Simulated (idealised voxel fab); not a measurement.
The process module that follows is named voxel air gaps.
We display cut, a cross-section 260 nm in width whose square cells are each 5 nm.
Square cells in a grid make up a cross-section in this document, and the grid is given as bands, listed from the top down, each one or more rows of cells.
It is stipulated that each band's entry specify, in nanometres, the height of the top of the band and then that of its bottom, followed by the materials of the band in left-to-right sequence, each together with its width in nanometres. A single material marked by the word "everywhere" is understood to fill the band from edge to edge; the word "empty" is understood to denote empty space.
The reference from which all heights are counted is 0, the level beneath which the as-received wafer is entirely one material; the lowest band, having no lower bound, proceeds downward and is written after the example "0 nm and below".
Think of "30 to 40" as a width that walks from the first number to the second as you go down the band, top row to bottom row, taking equal-sized steps from row to row.
Where a step carries "no alterations made", the cross-section came out of it unchanged, cell for cell.
If an empty space has no open way to the top and is at least 8 cells in size, "Voids lacking openings" lists it, written width x height at distance, where distance is measured from the left edge and every value is in nm.
On each step's line, the part that comes after the settings is the simulator's own comment on the step.
You can add "overlay nm" to a step's line. For a step with a mask, it describes how far the mask lay to the right of its planned position, and a negative number describes a lay to the left.

Here's what the planned process steps look like:
1,op RECEIVE | material Si
2,op CONFORMAL_DEP | material SiO2 | thk nm 15
3,op CONFORMAL_DEP | material SiCN | thk nm 5
4,op DIRECTIONAL_DEP | material SiO2 | thk nm 40
5,op PATTERN | tone open | mask id LINES | material resist | width nm 20 | pitch nm 45 | thk nm 20 | overlay nm 0
6,op DIRECTIONAL_ETCH | etch materials SiO2 | depth nm 40
7,op STRIP | etch materials resist
8,op CONFORMAL_DEP | material TiN | thk nm 5
9,op FILL_DEP | material Ru | thk nm 5
10,op CMP | height nm 60
11,op EPI | material Ru | thk nm 10
12,op SELECTIVE_ETCH | etch materials SiO2 | depth nm 50
13,op CONFORMAL_DEP | material SiCN | thk nm 5

Of two wafers, the first: run according to plan:

As received, after step 1:
- 0 nm and below: Si everywhere
- Voids lacking openings: none

Wafer xsec, post step 2:
- 15 nm to 0 nm: SiO2 everywhere
- Anything lower than 0 is untouched.

Wafer xsec, post step 3:
- 20 nm to 15 nm: SiCN everywhere
- Anything lower than 15 is untouched.

Wafer xsec, post step 4:
- 60 nm to 20 nm: SiO2 everywhere
- Anything lower than 20 is untouched.

Wafer xsec, post step 5:
- 80 nm to 60 nm: 50 resist, then 20 empty, then 25 resist, then 20 empty, then 25 resist, then 20 empty, then 25 resist, then 20 empty, then 55 resist
- Anything lower than 60 is untouched.

Wafer xsec, post step 6:
- 80 nm to 60 nm: 50 resist, then 20 empty, then 25 resist, then 20 empty, then 25 resist, then 20 empty, then 25 resist, then 20 empty, then 55 resist
- 60 nm to 20 nm: 50 SiO2, then 20 empty, then 25 SiO2, then 20 empty, then 25 SiO2, then 20 empty, then 25 SiO2, then 20 empty, then 55 SiO2
- Anything lower than 20 is untouched.

Wafer xsec, post step 7:
- 60 nm to 20 nm: 50 SiO2, then 20 empty, then 25 SiO2, then 20 empty, then 25 SiO2, then 20 empty, then 25 SiO2, then 20 empty, then 55 SiO2
- Anything lower than 20 is untouched.

Wafer xsec, post step 8:
- 65 nm to 60 nm: 55 TiN, then 10 empty, then 35 TiN, then 10 empty, then 35 TiN, then 10 empty, then 35 TiN, then 10 empty, then 60 TiN
- 60 nm to 25 nm: 50 SiO2, then 5 TiN, then 10 empty, then 5 TiN, then 25 SiO2, then 5 TiN, then 10 empty, then 5 TiN, then 25 SiO2, then 5 TiN, then 10 empty, then 5 TiN, then 25 SiO2, then 5 TiN, then 10 empty, then 5 TiN, then 55 SiO2
- 25 nm to 20 nm: 50 SiO2, then 20 TiN, then 25 SiO2, then 20 TiN, then 25 SiO2, then 20 TiN, then 25 SiO2, then 20 TiN, then 55 SiO2
- Anything lower than 20 is untouched.

Wafer xsec, post step 9:
- 70 nm to 65 nm: Ru everywhere
- 65 nm to 60 nm: 55 TiN, then 10 Ru, then 35 TiN, then 10 Ru, then 35 TiN, then 10 Ru, then 35 TiN, then 10 Ru, then 60 TiN
- 60 nm to 25 nm: 50 SiO2, then 5 TiN, then 10 Ru, then 5 TiN, then 25 SiO2, then 5 TiN, then 10 Ru, then 5 TiN, then 25 SiO2, then 5 TiN, then 10 Ru, then 5 TiN, then 25 SiO2, then 5 TiN, then 10 Ru, then 5 TiN, then 55 SiO2
- Anything lower than 25 is untouched.

Wafer xsec, post step 10:
- 60 nm to 25 nm: 50 SiO2, then 5 TiN, then 10 Ru, then 5 TiN, then 25 SiO2, then 5 TiN, then 10 Ru, then 5 TiN, then 25 SiO2, then 5 TiN, then 10 Ru, then 5 TiN, then 25 SiO2, then 5 TiN, then 10 Ru, then 5 TiN, then 55 SiO2
- Anything lower than 25 is untouched.

Wafer xsec, post step 11:
- 70 nm to 60 nm: 40 empty, then 40 Ru, then 5 empty, then 40 Ru, then 5 empty, then 40 Ru, then 5 empty, then 40 Ru, then 45 empty
- Anything lower than 60 is untouched.

Wafer xsec, post step 12:
- 70 nm to 60 nm: 40 empty, then 40 Ru, then 5 empty, then 40 Ru, then 5 empty, then 40 Ru, then 5 empty, then 40 Ru, then 45 empty
- 60 nm to 25 nm: 50 empty, then 5 TiN, then 10 Ru, then 5 TiN, then 25 empty, then 5 TiN, then 10 Ru, then 5 TiN, then 25 empty, then 5 TiN, then 10 Ru, then 5 TiN, then 25 empty, then 5 TiN, then 10 Ru, then 5 TiN, then 55 empty
- 25 nm to 20 nm: 50 empty, then 20 TiN, then 25 empty, then 20 TiN, then 25 empty, then 20 TiN, then 25 empty, then 20 TiN, then 55 empty
- Anything lower than 20 is untouched.

Wafer xsec, post step 13:
- 75 nm to 70 nm: 35 empty, then 185 SiCN, then 40 empty
- 70 nm to 60 nm: 35 empty, then 5 SiCN, then 40 Ru, then 5 SiCN, then 40 Ru, then 5 SiCN, then 40 Ru, then 5 SiCN, then 40 Ru, then 5 SiCN, then 40 empty
- 60 nm to 55 nm: 35 empty, then 15 SiCN, then 5 TiN, then 10 Ru, then 5 TiN, then 25 SiCN, then 5 TiN, then 10 Ru, then 5 TiN, then 25 SiCN, then 5 TiN, then 10 Ru, then 5 TiN, then 25 SiCN, then 5 TiN, then 10 Ru, then 5 TiN, then 15 SiCN, then 40 empty
- 55 nm to 25 nm: 45 empty, then 5 SiCN, then 5 TiN, then 10 Ru, then 5 TiN, then 5 SiCN, then 15 empty, then 5 SiCN, then 5 TiN, then 10 Ru, then 5 TiN, then 5 SiCN, then 15 empty, then 5 SiCN, then 5 TiN, then 10 Ru, then 5 TiN, then 5 SiCN, then 15 empty, then 5 SiCN, then 5 TiN, then 10 Ru, then 5 TiN, then 5 SiCN, then 50 empty
- 25 nm to 20 nm: 50 SiCN, then 20 TiN, then 25 SiCN, then 20 TiN, then 25 SiCN, then 20 TiN, then 25 SiCN, then 20 TiN, then 55 SiCN
- Anything lower than 20 is untouched.
- Voids lacking openings: 15 x 30 at 75; 15 x 30 at 120; 15 x 30 at 165

Wafer two. Same start, same plan, one slip in execution. Same as wafer one through step 1, inclusive:

Cross-section of the second wafer at the time step 2 of the plan should have ended:
- 15 nm to 0 nm: TiN everywhere
- Anything lower than 0 is untouched.

Cross-section of the second wafer at the time step 3 of the plan should have ended:
- 20 nm to 15 nm: SiCN everywhere
- Anything lower than 15 is untouched.

Cross-section of the second wafer at the time step 4 of the plan should have ended:
- 60 nm to 20 nm: SiO2 everywhere
- Anything lower than 20 is untouched.

Cross-section of the second wafer at the time step 5 of the plan should have ended:
- 80 nm to 60 nm: 50 resist, then 20 empty, then 25 resist, then 20 empty, then 25 resist, then 20 empty, then 25 resist, then 20 empty, then 55 resist
- Anything lower than 60 is untouched.

Cross-section of the second wafer at the time step 6 of the plan should have ended:
- 80 nm to 60 nm: 50 resist, then 20 empty, then 25 resist, then 20 empty, then 25 resist, then 20 empty, then 25 resist, then 20 empty, then 55 resist
- 60 nm to 20 nm: 50 SiO2, then 20 empty, then 25 SiO2, then 20 empty, then 25 SiO2, then 20 empty, then 25 SiO2, then 20 empty, then 55 SiO2
- Anything lower than 20 is untouched.

Cross-section of the second wafer at the time step 7 of the plan should have ended:
- 60 nm to 20 nm: 50 SiO2, then 20 empty, then 25 SiO2, then 20 empty, then 25 SiO2, then 20 empty, then 25 SiO2, then 20 empty, then 55 SiO2
- Anything lower than 20 is untouched.

Cross-section of the second wafer at the time step 8 of the plan should have ended:
- 65 nm to 60 nm: 55 TiN, then 10 empty, then 35 TiN, then 10 empty, then 35 TiN, then 10 empty, then 35 TiN, then 10 empty, then 60 TiN
- 60 nm to 25 nm: 50 SiO2, then 5 TiN, then 10 empty, then 5 TiN, then 25 SiO2, then 5 TiN, then 10 empty, then 5 TiN, then 25 SiO2, then 5 TiN, then 10 empty, then 5 TiN, then 25 SiO2, then 5 TiN, then 10 empty, then 5 TiN, then 55 SiO2
- 25 nm to 20 nm: 50 SiO2, then 20 TiN, then 25 SiO2, then 20 TiN, then 25 SiO2, then 20 TiN, then 25 SiO2, then 20 TiN, then 55 SiO2
- Anything lower than 20 is untouched.

Cross-section of the second wafer at the time step 9 of the plan should have ended:
- 70 nm to 65 nm: Ru everywhere
- 65 nm to 60 nm: 55 TiN, then 10 Ru, then 35 TiN, then 10 Ru, then 35 TiN, then 10 Ru, then 35 TiN, then 10 Ru, then 60 TiN
- 60 nm to 25 nm: 50 SiO2, then 5 TiN, then 10 Ru, then 5 TiN, then 25 SiO2, then 5 TiN, then 10 Ru, then 5 TiN, then 25 SiO2, then 5 TiN, then 10 Ru, then 5 TiN, then 25 SiO2, then 5 TiN, then 10 Ru, then 5 TiN, then 55 SiO2
- Anything lower than 25 is untouched.

Cross-section of the second wafer at the time step 10 of the plan should have ended:
- 60 nm to 25 nm: 50 SiO2, then 5 TiN, then 10 Ru, then 5 TiN, then 25 SiO2, then 5 TiN, then 10 Ru, then 5 TiN, then 25 SiO2, then 5 TiN, then 10 Ru, then 5 TiN, then 25 SiO2, then 5 TiN, then 10 Ru, then 5 TiN, then 55 SiO2
- Anything lower than 25 is untouched.

Cross-section of the second wafer at the time step 11 of the plan should have ended:
- 70 nm to 60 nm: 40 empty, then 40 Ru, then 5 empty, then 40 Ru, then 5 empty, then 40 Ru, then 5 empty, then 40 Ru, then 45 empty
- Anything lower than 60 is untouched.

Cross-section of the second wafer at the time step 12 of the plan should have ended:
- 70 nm to 60 nm: 40 empty, then 40 Ru, then 5 empty, then 40 Ru, then 5 empty, then 40 Ru, then 5 empty, then 40 Ru, then 45 empty
- 60 nm to 25 nm: 50 empty, then 5 TiN, then 10 Ru, then 5 TiN, then 25 empty, then 5 TiN, then 10 Ru, then 5 TiN, then 25 empty, then 5 TiN, then 10 Ru, then 5 TiN, then 25 empty, then 5 TiN, then 10 Ru, then 5 TiN, then 55 empty
- 25 nm to 20 nm: 50 empty, then 20 TiN, then 25 empty, then 20 TiN, then 25 empty, then 20 TiN, then 25 empty, then 20 TiN, then 55 empty
- Anything lower than 20 is untouched.

Cross-section of the second wafer at the time step 13 of the plan should have ended:
- 75 nm to 70 nm: 35 empty, then 185 SiCN, then 40 empty
- 70 nm to 60 nm: 35 empty, then 5 SiCN, then 40 Ru, then 5 SiCN, then 40 Ru, then 5 SiCN, then 40 Ru, then 5 SiCN, then 40 Ru, then 5 SiCN, then 40 empty
- 60 nm to 55 nm: 35 empty, then 15 SiCN, then 5 TiN, then 10 Ru, then 5 TiN, then 25 SiCN, then 5 TiN, then 10 Ru, then 5 TiN, then 25 SiCN, then 5 TiN, then 10 Ru, then 5 TiN, then 25 SiCN, then 5 TiN, then 10 Ru, then 5 TiN, then 15 SiCN, then 40 empty
- 55 nm to 25 nm: 45 empty, then 5 SiCN, then 5 TiN, then 10 Ru, then 5 TiN, then 5 SiCN, then 15 empty, then 5 SiCN, then 5 TiN, then 10 Ru, then 5 TiN, then 5 SiCN, then 15 empty, then 5 SiCN, then 5 TiN, then 10 Ru, then 5 TiN, then 5 SiCN, then 15 empty, then 5 SiCN, then 5 TiN, then 10 Ru, then 5 TiN, then 5 SiCN, then 50 empty
- 25 nm to 20 nm: 50 SiCN, then 20 TiN, then 25 SiCN, then 20 TiN, then 25 SiCN, then 20 TiN, then 25 SiCN, then 20 TiN, then 55 SiCN
- Anything lower than 20 is untouched.
- Voids lacking openings: 15 x 30 at 75; 15 x 30 at 120; 15 x 30 at 165
Where did the run depart from the plan? contrary to plan, step 2 was performed as op CONFORMAL_DEP | material TiN | thk nm 15
At the finish, the second wafer shows more or fewer cells for some materials than the first does: -156 SiO2, +156 TiN
